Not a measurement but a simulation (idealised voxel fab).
The following is a process module called voxel plated lines.
Section cut is 245 nm wide and gridded with 5 nm square cells.
Cross-section, as written here: a square-cell grid given band by band from the top down, where a band holds one or more rows of cells.
The band entry comprises the height of the band's top followed by the height of its bottom, expressed in nm, and subsequently the band's materials from left to right, each stated together with its width in nm. Where a single material is marked with the word "all across", that material fills the band from edge to edge. The word "empty" represents empty space.
Heads up on the height convention: 0 is the point under which the incoming wafer is all one material, and the lowest band has no bottom, it just keeps going down, like "from 0 down".
Quick explanation for "30->40": the width changes in equal steps down the rows of cells, from the first number in the band's top row to the second number in its bottom row.
Key: "nothing was modified" - step with no changed cell in the cross-section.
Heads up: "Fully closed voids" only lists the empty pockets with no open path to the top that are 8 cells or more, and it writes them as width x height at distance, distance from the left edge, in nm.
Note: text after step settings on the step line = simulator remark on that step.
The line of a step may include "overlay nm". On a step with a mask, this value is how far to the right of its planned place the mask lay. A negative value means the mask lay to the left.

The planned process steps are enumerated hereunder:
- 1: RECEIVE: material Si
- 2: CONFORMAL_DEP: material SiN, thk nm 5
- 3: DIRECTIONAL_DEP: material TiN, thk nm 5
- 4: PATTERN: tone open, mask id LINES, material resist, width nm 15, pitch nm 35, thk nm 40, overlay nm 0
- 5: EPI: material Ru, thk nm 5
- 6: EPI: material Ru, thk nm 5
- 7: EPI: material Ru, thk nm 5
- 8: STRIP: etch materials resist
- 9: DIRECTIONAL_ETCH: etch materials TiN, depth nm 5
- 10: CONFORMAL_DEP: material SiN, thk nm 10
The plan's step 2 thk nm is the first wafer's value; the wafers differ in this setting and start identical.

So this is the first of several wafers, cross-sectioned as it came to us, meaning it's at the end of step 1:
> from 0 down  Si all across
> Fully closed voids: none

Wafer rows, end of module: cells per material gained (+) or lost (-) since receipt; closed voids last:
thk nm 5, +27 Ru, +195 SiN, +9 TiN, Fully closed voids: none
thk nm 10, +27 Ru, +244 SiN, +9 TiN, Fully closed voids: none
thk nm 15, +27 Ru, +293 SiN, +9 TiN, Fully closed voids: none
thk nm 20, +27 Ru, +342 SiN, +9 TiN, Fully closed voids: none
thk nm 25, +27 Ru, +391 SiN, +9 TiN, Fully closed voids: none
thk nm 30, +27 Ru, +440 SiN, +9 TiN, Fully closed voids: none
